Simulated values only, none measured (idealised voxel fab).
process module | voxel wiring stack
cross-section cut | 300 nm wide | cells 5 nm
A cross-section is a grid of square cells, given in bands from the top down. A band is one or more rows of cells.
Each band's line starts with the height of the band's top and of its bottom, in nm. Then come its materials from left to right, each with its width in nm. One material with "throughout" fills the band from edge to edge. "air" is empty space.
Height 0 is the level under which the wafer as received is all one material. The lowest band goes on downwards, as in "0 down".
A width such as "30 to 40" changes by the same amount from each row of cells to the next, from the band's top row to its bottom row.
"no change" after a step means that no cell of the cross-section changed.
closed voids: empty space of 8 cells or more with no open way to the top, each as width x height at its distance from the left edge, in nm
after a step's settings: what the simulator itself notes on the step
overlay nm, on a step with a mask: how far to the right of its planned place the mask lay; to the left if negative
plan
1 op RECEIVE | material Si
2 op CONFORMAL_DEP | material SiO2 | thk nm 10
3 op DIRECTIONAL_DEP | material TiN | thk nm 5
4 op DIRECTIONAL_DEP | material W | thk nm 20
5 op PATTERN | tone cover | mask id METAL_1 | material resist | width nm 30 | pitch nm 60 | thk nm 20 | overlay nm 0
6 op DIRECTIONAL_ETCH | etch materials W | depth nm 20
7 op DIRECTIONAL_ETCH | etch materials TiN | depth nm 5
8 op STRIP | etch materials resist
9 op CONFORMAL_DEP | material SiN | thk nm 5
10 op FILL_DEP | material SiO2 | thk nm 5
11 op CMP | height nm 35
12 op CONFORMAL_DEP | material SiCN | thk nm 5
13 op DIRECTIONAL_DEP | material SiO2 | thk nm 30
14 op MASKED_ETCH | tone open | mask id METAL_2_HOLES | width nm 15 | pitch nm 60 | etch materials SiO2 | depth nm 30 | overlay nm 0
15 op PATTERN | tone open | mask id METAL_2 | material resist | width nm 30 | pitch nm 60 | thk nm 15 | overlay nm 0
16 op DIRECTIONAL_ETCH | etch materials SiO2 | depth nm 15
17 op DIRECTIONAL_ETCH | etch materials SiCN | depth nm 5
18 op STRIP | etch materials resist
19 op CONFORMAL_DEP | material TiN | thk nm 5
20 op FILL_DEP | material Cu | thk nm 10
21 op CMP | height nm 70
22 op CONFORMAL_DEP | material SiCN | thk nm 5
first wafer, as planned
as received, after step 1
  0 down: Si throughout
  closed voids: none
after step 2
  10 to 0: SiO2 throughout
  below 0: unchanged
after step 3
  15 to 10: TiN throughout
  below 10: unchanged
after step 4
  35 to 15: W throughout
  below 15: unchanged
after step 5
  55 to 35: air 75 | resist 30 | air 30 | resist 30 | air 30 | resist 30 | air 75
  below 35: unchanged
after step 6
  55 to 35: air 75 | resist 30 | air 30 | resist 30 | air 30 | resist 30 | air 75
  35 to 15: air 75 | W 30 | air 30 | W 30 | air 30 | W 30 | air 75
  below 15: unchanged
after step 7
  55 to 35: air 75 | resist 30 | air 30 | resist 30 | air 30 | resist 30 | air 75
  35 to 15: air 75 | W 30 | air 30 | W 30 | air 30 | W 30 | air 75
  15 to 10: air 75 | TiN 30 | air 30 | TiN 30 | air 30 | TiN 30 | air 75
  below 10: unchanged
after step 8
  35 to 15: air 75 | W 30 | air 30 | W 30 | air 30 | W 30 | air 75
  below 15: unchanged
after step 9
  40 to 35: air 70 | SiN 40 | air 20 | SiN 40 | air 20 | SiN 40 | air 70
  35 to 15: air 70 | SiN 5 | W 30 | SiN 5 | air 20 | SiN 5 | W 30 | SiN 5 | air 20 | SiN 5 | W 30 | SiN 5 | air 70
  15 to 10: SiN 75 | TiN 30 | SiN 30 | TiN 30 | SiN 30 | TiN 30 | SiN 75
  below 10: unchanged
after step 10
  45 to 40: SiO2 throughout
  40 to 35: SiO2 70 | SiN 40 | SiO2 20 | SiN 40 | SiO2 20 | SiN 40 | SiO2 70
  35 to 15: SiO2 70 | SiN 5 | W 30 | SiN 5 | SiO2 20 | SiN 5 | W 30 | SiN 5 | SiO2 20 | SiN 5 | W 30 | SiN 5 | SiO2 70
  below 15: unchanged
after step 11
  35 to 15: SiO2 70 | SiN 5 | W 30 | SiN 5 | SiO2 20 | SiN 5 | W 30 | SiN 5 | SiO2 20 | SiN 5 | W 30 | SiN 5 | SiO2 70
  below 15: unchanged
after step 12
  40 to 35: SiCN throughout
  below 35: unchanged
after step 13
  70 to 40: SiO2 throughout
  below 40: unchanged
after step 14
  70 to 40: SiO2 75 | air 15 | SiO2 45 | air 15 | SiO2 45 | air 15 | SiO2 90
  below 40: unchanged
after step 15
  85 to 70: resist 75 | air 30 | resist 30 | air 30 | resist 30 | air 30 | resist 75
  below 70: unchanged
after step 16
  85 to 70: resist 75 | air 30 | resist 30 | air 30 | resist 30 | air 30 | resist 75
  70 to 55: SiO2 75 | air 30 | SiO2 30 | air 30 | SiO2 30 | air 30 | SiO2 75
  below 55: unchanged
after step 17
  85 to 70: resist 75 | air 30 | resist 30 | air 30 | resist 30 | air 30 | resist 75
  70 to 55: SiO2 75 | air 30 | SiO2 30 | air 30 | SiO2 30 | air 30 | SiO2 75
  55 to 40: SiO2 75 | air 15 | SiO2 45 | air 15 | SiO2 45 | air 15 | SiO2 90
  40 to 35: SiCN 75 | air 15 | SiCN 45 | air 15 | SiCN 45 | air 15 | SiCN 90
  below 35: unchanged
after step 18
  70 to 55: SiO2 75 | air 30 | SiO2 30 | air 30 | SiO2 30 | air 30 | SiO2 75
  below 55: unchanged
after step 19
  75 to 70: TiN 80 | air 20 | TiN 40 | air 20 | TiN 40 | air 20 | TiN 80
  70 to 60: SiO2 75 | TiN 5 | air 20 | TiN 5 | SiO2 30 | TiN 5 | air 20 | TiN 5 | SiO2 30 | TiN 5 | air 20 | TiN 5 | SiO2 75
  60 to 55: SiO2 75 | TiN 5 | air 5 | TiN 20 | SiO2 30 | TiN 5 | air 5 | TiN 20 | SiO2 30 | TiN 5 | air 5 | TiN 20 | SiO2 75
  55 to 40: SiO2 75 | TiN 5 | air 5 | TiN 5 | SiO2 45 | TiN 5 | air 5 | TiN 5 | SiO2 45 | TiN 5 | air 5 | TiN 5 | SiO2 90
  40 to 35: SiCN 75 | TiN 15 | SiCN 45 | TiN 15 | SiCN 45 | TiN 15 | SiCN 90
  below 35: unchanged
after step 20
  85 to 75: Cu throughout
  75 to 70: TiN 80 | Cu 20 | TiN 40 | Cu 20 | TiN 40 | Cu 20 | TiN 80
  70 to 60: SiO2 75 | TiN 5 | Cu 20 | TiN 5 | SiO2 30 | TiN 5 | Cu 20 | TiN 5 | SiO2 30 | TiN 5 | Cu 20 | TiN 5 | SiO2 75
  60 to 55: SiO2 75 | TiN 5 | Cu 5 | TiN 20 | SiO2 30 | TiN 5 | Cu 5 | TiN 20 | SiO2 30 | TiN 5 | Cu 5 | TiN 20 | SiO2 75
  55 to 40: SiO2 75 | TiN 5 | Cu 5 | TiN 5 | SiO2 45 | TiN 5 | Cu 5 | TiN 5 | SiO2 45 | TiN 5 | Cu 5 | TiN 5 | SiO2 90
  below 40: unchanged
after step 21
  70 to 60: SiO2 75 | TiN 5 | Cu 20 | TiN 5 | SiO2 30 | TiN 5 | Cu 20 | TiN 5 | SiO2 30 | TiN 5 | Cu 20 | TiN 5 | SiO2 75
  below 60: unchanged
after step 22
  75 to 70: SiCN throughout
  below 70: unchanged
second wafer: like start, like plan, one mistake. Through step 2 it matches the first wafer
when step 3 should have ended
  30 to 10: W throughout
  below 10: unchanged
when step 4 should have ended
  35 to 30: TiN throughout
  below 30: unchanged
when step 5 should have ended
  55 to 35: air 75 | resist 30 | air 30 | resist 30 | air 30 | resist 30 | air 75
  below 35: unchanged
when step 6 should have ended: no change
when step 7 should have ended
  55 to 35: air 75 | resist 30 | air 30 | resist 30 | air 30 | resist 30 | air 75
  35 to 30: air 75 | TiN 30 | air 30 | TiN 30 | air 30 | TiN 30 | air 75
  below 30: unchanged
when step 8 should have ended
  35 to 30: air 75 | TiN 30 | air 30 | TiN 30 | air 30 | TiN 30 | air 75
  below 30: unchanged
when step 9 should have ended
  40 to 35: air 70 | SiN 40 | air 20 | SiN 40 | air 20 | SiN 40 | air 70
  35 to 30: SiN 75 | TiN 30 | SiN 30 | TiN 30 | SiN 30 | TiN 30 | SiN 75
  below 30: unchanged
when step 10 should have ended
  45 to 40: SiO2 throughout
  40 to 35: SiO2 70 | SiN 40 | SiO2 20 | SiN 40 | SiO2 20 | SiN 40 | SiO2 70
  below 35: unchanged
when step 11 should have ended
  35 to 30: SiN 75 | TiN 30 | SiN 30 | TiN 30 | SiN 30 | TiN 30 | SiN 75
  below 30: unchanged
when step 12 should have ended
  40 to 35: SiCN throughout
  below 35: unchanged
when step 13 should have ended
  70 to 40: SiO2 throughout
  below 40: unchanged
when step 14 should have ended
  70 to 40: SiO2 75 | air 15 | SiO2 45 | air 15 | SiO2 45 | air 15 | SiO2 90
  below 40: unchanged
when step 15 should have ended
  85 to 70: resist 75 | air 30 | resist 30 | air 30 | resist 30 | air 30 | resist 75
  below 70: unchanged
when step 16 should have ended
  85 to 70: resist 75 | air 30 | resist 30 | air 30 | resist 30 | air 30 | resist 75
  70 to 55: SiO2 75 | air 30 | SiO2 30 | air 30 | SiO2 30 | air 30 | SiO2 75
  below 55: unchanged
when step 17 should have ended
  85 to 70: resist 75 | air 30 | resist 30 | air 30 | resist 30 | air 30 | resist 75
  70 to 55: SiO2 75 | air 30 | SiO2 30 | air 30 | SiO2 30 | air 30 | SiO2 75
  55 to 40: SiO2 75 | air 15 | SiO2 45 | air 15 | SiO2 45 | air 15 | SiO2 90
  40 to 35: SiCN 75 | air 15 | SiCN 45 | air 15 | SiCN 45 | air 15 | SiCN 90
  below 35: unchanged
when step 18 should have ended
  70 to 55: SiO2 75 | air 30 | SiO2 30 | air 30 | SiO2 30 | air 30 | SiO2 75
  below 55: unchanged
when step 19 should have ended
  75 to 70: TiN 80 | air 20 | TiN 40 | air 20 | TiN 40 | air 20 | TiN 80
  70 to 60: SiO2 75 | TiN 5 | air 20 | TiN 5 | SiO2 30 | TiN 5 | air 20 | TiN 5 | SiO2 30 | TiN 5 | air 20 | TiN 5 | SiO2 75
  60 to 55: SiO2 75 | TiN 5 | air 5 | TiN 20 | SiO2 30 | TiN 5 | air 5 | TiN 20 | SiO2 30 | TiN 5 | air 5 | TiN 20 | SiO2 75
  55 to 40: SiO2 75 | TiN 5 | air 5 | TiN 5 | SiO2 45 | TiN 5 | air 5 | TiN 5 | SiO2 45 | TiN 5 | air 5 | TiN 5 | SiO2 90
  40 to 35: SiCN 75 | TiN 15 | SiCN 45 | TiN 15 | SiCN 45 | TiN 15 | SiCN 90
  below 35: unchanged
when step 20 should have ended
  85 to 75: Cu throughout
  75 to 70: TiN 80 | Cu 20 | TiN 40 | Cu 20 | TiN 40 | Cu 20 | TiN 80
  70 to 60: SiO2 75 | TiN 5 | Cu 20 | TiN 5 | SiO2 30 | TiN 5 | Cu 20 | TiN 5 | SiO2 30 | TiN 5 | Cu 20 | TiN 5 | SiO2 75
  60 to 55: SiO2 75 | TiN 5 | Cu 5 | TiN 20 | SiO2 30 | TiN 5 | Cu 5 | TiN 20 | SiO2 30 | TiN 5 | Cu 5 | TiN 20 | SiO2 75
  55 to 40: SiO2 75 | TiN 5 | Cu 5 | TiN 5 | SiO2 45 | TiN 5 | Cu 5 | TiN 5 | SiO2 45 | TiN 5 | Cu 5 | TiN 5 | SiO2 90
  below 40: unchanged
when step 21 should have ended
  70 to 60: SiO2 75 | TiN 5 | Cu 20 | TiN 5 | SiO2 30 | TiN 5 | Cu 20 | TiN 5 | SiO2 30 | TiN 5 | Cu 20 | TiN 5 | SiO2 75
  below 60: unchanged
when step 22 should have ended
  75 to 70: SiCN throughout
  below 70: unchanged
what went wrong: steps 3 and 4 were swapped
at the end the second wafer has, in cells: 24 fewer of SiN | 144 fewer of SiO2 | 168 more of W
